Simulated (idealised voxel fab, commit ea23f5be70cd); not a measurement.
Herein follows the process module entitled voxel wiring stack.
Displayed cross-section: cut, width of 225 nm, square cells sized 5 nm.
Bands, listed from the top down, are how a cross-section gets written in this document; the cross-section itself is a grid of square cells, and a band is one or more rows of them.
It is stipulated that each band's entry specify, in nanometres, the height of the top of the band and then that of its bottom, followed by the materials of the band in left-to-right sequence, each together with its width in nanometres. A single material marked by the word "edge to edge" is understood to fill the band from edge to edge; the word "empty" is understood to denote empty space.
Heights are reckoned from 0. Under this level, the received wafer is all of one material. The bottommost band is open-ended downward, for example "0 nm and below".
Width: "30 to 40" (first number = top row, second number = bottom row, same change from row to row of cells).
Basically "changes: none" means that step didn't change any cell in the cross-section.
What "Enclosed cavity list" gives you is every empty space of 8 cells or more that is cut off from the top. Each appears as width x height at distance, with the distance taken from the left edge and width, height and distance all in nm.
Formally, on a step line, whatever follows the settings is a remark that the simulator itself makes on the step.
Steps that use a mask can have "overlay nm" on their line. It says how far the mask sat to the right of where it was meant to be. Negative means to the left.
### Set out below are the planned steps of the process
1) RECEIVE: material Si
2) CONFORMAL_DEP: material SiO2, thk nm 15
3) CONFORMAL_DEP: material SiN, thk nm 5
4) DIRECTIONAL_DEP: material lowk, thk nm 20
5) MASKED_ETCH: tone open, mask id METAL_1, width nm 25, pitch nm 55, etch materials lowk, depth nm 20, overlay nm 0
6) MASKED_ETCH: tone open, mask id METAL_1, width nm 25, pitch nm 55, etch materials SiN, depth nm 5, overlay nm 0
7) CONFORMAL_DEP: material TiN, thk nm 5
8) FILL_DEP: material Cu, thk nm 5
9) CMP: height nm 40
10) EPI: material Ru, thk nm 5
11) FILL_DEP: material SiCN, thk nm 5
12) DIRECTIONAL_DEP: material SiO2, thk nm 20
13) MASKED_ETCH: tone open, mask id PLUG_1, width nm 15, etch materials SiO2, depth nm 20, overlay nm 0
14) MASKED_ETCH: tone open, mask id PLUG_1, width nm 15, etch materials SiCN, depth nm 5, overlay nm 0
15) CONFORMAL_DEP: material TiN, thk nm 5
16) FILL_DEP: material Cu, thk nm 5
17) CMP: height nm 70
18) DIRECTIONAL_DEP: material TiN, thk nm 5
19) DIRECTIONAL_DEP: material W, thk nm 25
20) DIRECTIONAL_DEP: material aC, thk nm 10
21) PATTERN: tone cover, mask id METAL_2, material resist, width nm 25, pitch nm 55, thk nm 30, overlay nm 0
22) DIRECTIONAL_ETCH: etch materials aC, depth nm 10
23) STRIP: etch materials resist
24) DIRECTIONAL_ETCH: etch materials W, depth nm 25
25) DIRECTIONAL_ETCH: etch materials TiN, depth nm 5
26) STRIP: etch materials aC
27) FILL_DEP: material lowk, thk nm 5
28) CMP: height nm 100
29) CONFORMAL_DEP: material SiCN, thk nm 5
30) DIRECTIONAL_DEP: material lowk, thk nm 30
31) PATTERN: tone open, mask id METAL_3, material resist, width nm 25, pitch nm 55, thk nm 20, overlay nm 0
32) DIRECTIONAL_ETCH: etch materials lowk, depth nm 15
33) STRIP: etch materials resist
34) MASKED_ETCH: tone open, mask id METAL_3_HOLES, width nm 15, etch materials lowk, depth nm 15, overlay nm 0
35) MASKED_ETCH: tone open, mask id METAL_3_HOLES, width nm 15, etch materials SiCN, depth nm 5, overlay nm 0
36) CONFORMAL_DEP: material TiN, thk nm 5
37) FILL_DEP: material Cu, thk nm 5
38) CMP: height nm 135
39) CONFORMAL_DEP: material SiCN, thk nm 5
40) DIRECTIONAL_DEP: material lowk, thk nm 15
41) MASKED_ETCH: tone open, mask id PLUG_3, width nm 15, pitch nm 55, etch materials lowk, depth nm 15, overlay nm 0
42) MASKED_ETCH: tone open, mask id PLUG_3, width nm 15, pitch nm 55, etch materials SiCN, depth nm 5, overlay nm 0
43) EPI: material Ru, thk nm 10
44) EPI: material Ru, thk nm 10
45) CONFORMAL_DEP: material SiN, thk nm 5
46) DIRECTIONAL_DEP: material SiO2, thk nm 15
47) MASKED_ETCH: tone open, mask id METAL_4, width nm 25, pitch nm 55, etch materials SiO2, depth nm 15, overlay nm 0
48) MASKED_ETCH: tone open, mask id METAL_4, width nm 25, pitch nm 55, etch materials SiN, depth nm 5, overlay nm 0
49) CONFORMAL_DEP: material TiN, thk nm 5
50) FILL_DEP: material Ru, thk nm 5
51) CMP: height nm 175
52) CONFORMAL_DEP: material SiN, thk nm 5
### The cross-section here shows the wafer as received, i.e. in its state after step 1
  0 nm and below | Si edge to edge
  Enclosed cavity list: none
### First of two wafers, end-of-module section, run followed plan
  180 nm to 175 nm | SiN edge to edge
  175 nm to 160 nm | 70 of SiO2 / 5 of TiN / 15 of Ru / 5 of TiN / 30 of SiO2 / 5 of TiN / 15 of Ru / 5 of TiN / 75 of SiO2
  160 nm to 155 nm | 70 of SiN / 25 of TiN / 30 of SiN / 25 of TiN / 75 of SiN
  155 nm to 140 nm | 70 of lowk / 15 of Ru / 40 of lowk / 15 of Ru / 85 of lowk
  140 nm to 135 nm | 70 of SiCN / 15 of Ru / 40 of SiCN / 15 of Ru / 85 of SiCN
  135 nm to 125 nm | 70 of lowk / 5 of TiN / 15 of Cu / 5 of TiN / 30 of lowk / 5 of TiN / 15 of Cu / 5 of TiN / 75 of lowk
  125 nm to 120 nm | 70 of lowk / 5 of TiN / 5 of Cu / 15 of TiN / 30 of lowk / 25 of TiN / 75 of lowk
  120 nm to 105 nm | 70 of lowk / 5 of TiN / 5 of Cu / 5 of TiN / 140 of lowk
  105 nm to 100 nm | 70 of SiCN / 15 of TiN / 140 of SiCN
  100 nm to 75 nm | 70 of lowk / 25 of W / 30 of lowk / 25 of W / 75 of lowk
  75 nm to 70 nm | 70 of lowk / 25 of TiN / 30 of lowk / 25 of TiN / 75 of lowk
  70 nm to 50 nm | 70 of SiO2 / 5 of TiN / 5 of Cu / 5 of TiN / 140 of SiO2
  50 nm to 45 nm | 70 of SiCN / 15 of TiN / 140 of SiCN
  45 nm to 40 nm | 65 of SiCN / 35 of Ru / 20 of SiCN / 35 of Ru / 70 of SiCN
  40 nm to 20 nm | 70 of lowk / 5 of TiN / 15 of Cu / 5 of TiN / 30 of lowk / 5 of TiN / 15 of Cu / 5 of TiN / 75 of lowk
  20 nm to 15 nm | 70 of SiN / 25 of TiN / 30 of SiN / 25 of TiN / 75 of SiN
  15 nm to 0 nm | SiO2 edge to edge
  0 nm and below | Si edge to edge
  Enclosed cavity list: none
### This is the second of the two wafers, cross-sectioned at the end of the module; it started exactly like the first and was given the same plan, but it was run with one mistake
  180 nm to 175 nm | SiN edge to edge
  175 nm to 160 nm | 70 of SiO2 / 5 of TiN / 15 of W / 5 of TiN / 30 of SiO2 / 5 of TiN / 15 of W / 5 of TiN / 75 of SiO2
  160 nm to 155 nm | 70 of SiN / 25 of TiN / 30 of SiN / 25 of TiN / 75 of SiN
  155 nm to 140 nm | 70 of lowk / 15 of Ru / 40 of lowk / 15 of Ru / 85 of lowk
  140 nm to 135 nm | 70 of SiCN / 15 of Ru / 40 of SiCN / 15 of Ru / 85 of SiCN
  135 nm to 125 nm | 70 of lowk / 5 of TiN / 15 of Cu / 5 of TiN / 30 of lowk / 5 of TiN / 15 of Cu / 5 of TiN / 75 of lowk
  125 nm to 120 nm | 70 of lowk / 5 of TiN / 5 of Cu / 15 of TiN / 30 of lowk / 25 of TiN / 75 of lowk
  120 nm to 105 nm | 70 of lowk / 5 of TiN / 5 of Cu / 5 of TiN / 140 of lowk
  105 nm to 100 nm | 70 of SiCN / 15 of TiN / 140 of SiCN
  100 nm to 75 nm | 70 of lowk / 25 of W / 30 of lowk / 25 of W / 75 of lowk
  75 nm to 70 nm | 70 of lowk / 25 of TiN / 30 of lowk / 25 of TiN / 75 of lowk
  70 nm to 50 nm | 70 of SiO2 / 5 of TiN / 5 of Cu / 5 of TiN / 140 of SiO2
  50 nm to 45 nm | 70 of SiCN / 15 of TiN / 140 of SiCN
  45 nm to 40 nm | 65 of SiCN / 35 of Ru / 20 of SiCN / 35 of Ru / 70 of SiCN
  40 nm to 20 nm | 70 of lowk / 5 of TiN / 15 of Cu / 5 of TiN / 30 of lowk / 5 of TiN / 15 of Cu / 5 of TiN / 75 of lowk
  20 nm to 15 nm | 70 of SiN / 25 of TiN / 30 of SiN / 25 of TiN / 75 of SiN
  15 nm to 0 nm | SiO2 edge to edge
  0 nm and below | Si edge to edge
  Enclosed cavity list: none
In executing the process, a mistake was made relative to the plan: so step 50 ended up running with a different setting than we planned, it ran as FILL_DEP: material W, thk nm 5
End check, counted in cells, second wafer has more or fewer of these materials than the first: -18 Ru; +18 W
